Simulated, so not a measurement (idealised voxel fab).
Name of the process module below: voxel spacer lines
Each square cell in cross-section cut measures 5 nm, and the section as a whole is 205 nm wide.
Throughout this document, each cross-section is represented as a grid of square cells and is presented as a sequence of bands enumerated from the top downward, where a band comprises one or more rows of cells. Look at the band entry: it leads with the top's height and the bottom's height in nm. Then it lists the materials left to right, with a width in nm for each. The word "full width" on a single material says that material fills the band edge to edge. The word "air" is empty space. Height reference: 0 = level under which incoming wafer is all one material. Lowest band: no bottom, runs on downward, e.g. "z 0 and below". The notation "30->40" denotes a width that varies across the rows of cells in the band, beginning at the first number in the top row, finishing at the second number in the bottom row, and changing by an identical amount from each row to the next. "nothing was modified", as given for a step, is the statement that not any cell of the cross-section underwent a change during that step. Closed empty spaces (no open way to the top) of 8 cells or more are what "Cavities, closed" lists, each as width x height at distance from the left edge, nm for all three. Past the settings on a step's line: simulator remark, on that step. For masked steps, "overlay nm" on the step line gives how far right of plan the mask actually lay; a minus sign means it lay to the left.

[Below is the list of planned process steps]
1,RECEIVE | material Si
2,CONFORMAL_DEP | material Al2O3 | thk nm 5
3,DIRECTIONAL_DEP | material polySi | thk nm 20
4,DIRECTIONAL_DEP | material aC | thk nm 20
5,PATTERN | tone cover | mask id MANDREL | material resist | width nm 25 | pitch nm 70 | thk nm 30 | overlay nm -15
6,DIRECTIONAL_ETCH | etch materials aC | depth nm 20
7,STRIP | etch materials resist
8,CONFORMAL_DEP | material SiN | thk nm 10
9,DIRECTIONAL_ETCH | etch materials SiN | depth nm 10
10,STRIP | etch materials aC
11,DIRECTIONAL_ETCH | etch materials polySi | depth nm 20
12,STRIP | etch materials SiN
13,FILL_DEP | material SiO2 | thk nm 10
14,CMP | height nm 25
Heads up: all these wafers start the same, and what changes between them is the overlay nm in step 5. The value you see in the plan is just what the first wafer got.

[As-received state after step 1, first of several wafers, cross-section]
  z 0 and below = Si full width
  Cavities, closed: none

[The table below has one row for each wafer; a row shows, as of the end of the module, how many cells of each material the wafer has gained, marked (+), or lost, marked (-), since it was received, and then the wafer's closed voids]
overlay nm -15; +41 Al2O3; +132 SiO2; +32 polySi; Cavities, closed: none
overlay nm -10; +41 Al2O3; +132 SiO2; +32 polySi; Cavities, closed: none
overlay nm -5; +41 Al2O3; +132 SiO2; +32 polySi; Cavities, closed: none
overlay nm 0; +41 Al2O3; +132 SiO2; +32 polySi; Cavities, closed: none
overlay nm 5; +41 Al2O3; +132 SiO2; +32 polySi; Cavities, closed: none
overlay nm 10; +41 Al2O3; +132 SiO2; +32 polySi; Cavities, closed: none
overlay nm 15; +41 Al2O3; +132 SiO2; +32 polySi; Cavities, closed: none
